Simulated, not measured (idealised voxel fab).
The following is a process module called voxel transistor to metal.
195 nm wide, 5 nm square cells: that's cross-section cut.
The cross-sections in this document take the form of a grid made of square cells. They are written out as bands, in order from top to bottom. Each band consists of one or more rows of cells.
Quick guide to a band line: top height, bottom height (nm) up front; then every material left to right with its width in nm. Only one material and it's marked "everywhere"? Then it fills the band edge to edge. And "blank" just means empty space.
Heights are expressed relative to 0, this being the level below which the as-received wafer comprises one material exclusively. The lowest band is unbounded in the downward direction and is denoted as in "top 0, no bottom".
Top row gets the first number, bottom row gets the second, and each row in between changes by the same step: that is how a band width like "30..40" works.
"remained unchanged" (step): cross-section cells unchanged, all of them.
What "Closed void entries" gives you is every empty space of 8 cells or more that is cut off from the top. Each appears as width x height at distance, with the distance taken from the left edge and width, height and distance all in nm.
That trailing text on a step's line, after the settings, is the simulator's own remark on the step.
What "overlay nm" on a step's line means: if the step has a mask, that mask lay this far to the right of its planned place, or, when the value is negative, to the left.
PLANNED STEP LIST FOR THE PROCESS
1) RECEIVE, material Si
2) CONFORMAL_DEP, material SiO2, thk nm 5
3) CONFORMAL_DEP, material SiN, thk nm 15
4) PATTERN, tone cover, mask id ACTIVE, material resist, width nm 115, thk nm 15, overlay nm 0
5) DIRECTIONAL_ETCH, etch materials SiN, depth nm 15
6) DIRECTIONAL_ETCH, etch materials SiO2, depth nm 5
7) DIRECTIONAL_ETCH, etch materials Si, depth nm 35
8) STRIP, etch materials resist
9) OXIDIZE, depth nm 5
10) FILL_DEP, material SiO2, thk nm 5
11) CMP, height nm 20
12) SELECTIVE_ETCH, etch materials SiO2, depth nm 10
13) STRIP, etch materials SiN
14) SELECTIVE_ETCH, etch materials SiO2, depth nm 5
15) OXIDIZE, depth nm 5
16) DIRECTIONAL_DEP, material polySi, thk nm 30
17) DIRECTIONAL_DEP, material SiCN, thk nm 15
18) PATTERN, tone cover, mask id GATE, material resist, width nm 35, thk nm 15, overlay nm 0
19) DIRECTIONAL_ETCH, etch materials SiCN, depth nm 25
20) DIRECTIONAL_ETCH, etch materials polySi, depth nm 40
21) STRIP, etch materials resist
22) CONFORMAL_DEP, material SiN, thk nm 5
23) DIRECTIONAL_ETCH, etch materials SiN, depth nm 5
24) DIRECTIONAL_ETCH, etch materials SiO2, depth nm 5
25) DIRECTIONAL_ETCH, etch materials Si, depth nm 15
26) EPI, material nSi, thk nm 20
27) FILL_DEP, material SiO2, thk nm 5
28) CMP, height nm 30
29) STRIP, etch materials polySi
30) SELECTIVE_ETCH, etch materials SiO2, depth nm 5
31) CONFORMAL_DEP, material HfO2, thk nm 5
32) CONFORMAL_DEP, material TiN, thk nm 5
33) FILL_DEP, material W, thk nm 10
34) CMP, height nm 25
35) DIRECTIONAL_DEP, material SiO2, thk nm 15
36) DIRECTIONAL_DEP, material aC, thk nm 15
37) PATTERN, tone open, mask id CONTACT, material resist, width nm 15, pitch nm 90, thk nm 35, overlay nm 0
38) DIRECTIONAL_ETCH, etch materials aC, depth nm 15
39) STRIP, etch materials resist
40) DIRECTIONAL_ETCH, etch materials SiO2, depth nm 40
41) STRIP, etch materials aC
42) CONFORMAL_DEP, material TiN, thk nm 5
43) FILL_DEP, material W, thk nm 5
44) CMP, height nm 40
45) CONFORMAL_DEP, material SiCN, thk nm 5
46) DIRECTIONAL_DEP, material SiO2, thk nm 20
47) PATTERN, tone open, mask id METAL_1, material resist, width nm 15, pitch nm 90, thk nm 20, overlay nm 0
48) DIRECTIONAL_ETCH, etch materials SiO2, depth nm 20
49) DIRECTIONAL_ETCH, etch materials SiCN, depth nm 5
50) STRIP, etch materials resist
51) CONFORMAL_DEP, material TiN, thk nm 5
52) FILL_DEP, material Cu, thk nm 10
53) CMP, height nm 65
54) EPI, material Ru, thk nm 5
55) FILL_DEP, material SiCN, thk nm 5
56) DIRECTIONAL_DEP, material SiO2, thk nm 25
57) PATTERN, tone open, mask id METAL_2, material resist, width nm 15, pitch nm 90, thk nm 20, overlay nm 0
58) DIRECTIONAL_ETCH, etch materials SiO2, depth nm 15
59) STRIP, etch materials resist
60) MASKED_ETCH, tone open, mask id METAL_2_HOLES, width nm 15, pitch nm 90, etch materials SiO2, depth nm 10, overlay nm 0
61) MASKED_ETCH, tone open, mask id METAL_2_HOLES, width nm 15, pitch nm 90, etch materials SiCN, depth nm 5, overlay nm 0
62) CONFORMAL_DEP, material TiN, thk nm 5
63) FILL_DEP, material Cu, thk nm 10
64) CMP, height nm 100
65) CONFORMAL_DEP, material SiN, thk nm 5
CROSS-SECTION OF THE INCOMING WAFER, STATE AFTER STEP 1
top 0, no bottom  Si everywhere
Closed void entries: none
FINAL WAFER PROFILE IN CROSS-SECTION AFTER THE MODULE, FROM THE SAME START AND PLAN AS ABOVE, WITH ONE MISTAKE MADE DURING PROCESSING
top 105, bottom 100  SiN everywhere
top 100, bottom 90  SiO2 45 nm; TiN 5 nm; Cu 10 nm; TiN 5 nm; SiO2 70 nm; TiN 5 nm; Cu 10 nm; TiN 5 nm; SiO2 40 nm
top 90, bottom 85  SiO2 45 nm; TiN 5 nm; Cu 5 nm; TiN 10 nm; SiO2 70 nm; TiN 5 nm; Cu 5 nm; TiN 10 nm; SiO2 40 nm
top 85, bottom 75  SiO2 45 nm; TiN 5 nm; Cu 5 nm; TiN 5 nm; SiO2 75 nm; TiN 5 nm; Cu 5 nm; TiN 5 nm; SiO2 45 nm
top 75, bottom 70  SiCN 45 nm; TiN 15 nm; SiCN 75 nm; TiN 15 nm; SiCN 45 nm
top 70, bottom 65  SiCN 40 nm; Ru 25 nm; SiCN 65 nm; Ru 25 nm; SiCN 40 nm
top 65, bottom 45  SiO2 45 nm; TiN 5 nm; Cu 5 nm; TiN 5 nm; SiO2 75 nm; TiN 5 nm; Cu 5 nm; TiN 5 nm; SiO2 45 nm
top 45, bottom 40  SiCN 45 nm; TiN 15 nm; SiCN 75 nm; TiN 15 nm; SiCN 45 nm
top 40, bottom 25  SiO2 45 nm; TiN 5 nm; W 5 nm; TiN 5 nm; SiO2 75 nm; TiN 5 nm; W 5 nm; TiN 5 nm; SiO2 45 nm
top 25, bottom 20  SiO2 45 nm; TiN 5 nm; W 5 nm; TiN 5 nm; SiO2 15 nm; SiN 5 nm; HfO2 5 nm; TiN 5 nm; W 15 nm; TiN 5 nm; HfO2 5 nm; SiN 5 nm; SiO2 15 nm; TiN 5 nm; W 5 nm; TiN 5 nm; SiO2 45 nm
top 20, bottom 15  SiO2 45 nm; TiN 15 nm; SiO2 15 nm; SiN 5 nm; HfO2 5 nm; TiN 5 nm; W 15 nm; TiN 5 nm; HfO2 5 nm; SiN 5 nm; SiO2 15 nm; TiN 15 nm; SiO2 45 nm
top 15, bottom 5  SiO2 45 nm; TiN 10 nm; nSi 20 nm; SiN 5 nm; HfO2 5 nm; TiN 5 nm; W 15 nm; TiN 5 nm; HfO2 5 nm; SiN 5 nm; nSi 20 nm; TiN 10 nm; SiO2 45 nm
top 5, bottom 0  SiO2 35 nm; SiN 5 nm; SiO2 5 nm; TiN 10 nm; nSi 20 nm; SiN 5 nm; HfO2 5 nm; TiN 25 nm; HfO2 5 nm; SiN 5 nm; nSi 20 nm; TiN 10 nm; SiO2 5 nm; SiN 5 nm; SiO2 35 nm
top 0, bottom -5  SiO2 40 nm; nSi 35 nm; HfO2 45 nm; nSi 35 nm; SiO2 40 nm
top -5, bottom -20  SiO2 45 nm; nSi 30 nm; Si 45 nm; nSi 30 nm; SiO2 45 nm
top -20, bottom -40  SiO2 45 nm; Si 105 nm; SiO2 45 nm
top -40, no bottom  Si everywhere
Closed void entries: none
Finding, execution versus plan: rather than as planned, step 57 actually ran as PATTERN, tone open, mask id METAL_2, material resist, width nm 20, pitch nm 90, thk nm 20, overlay nm 0
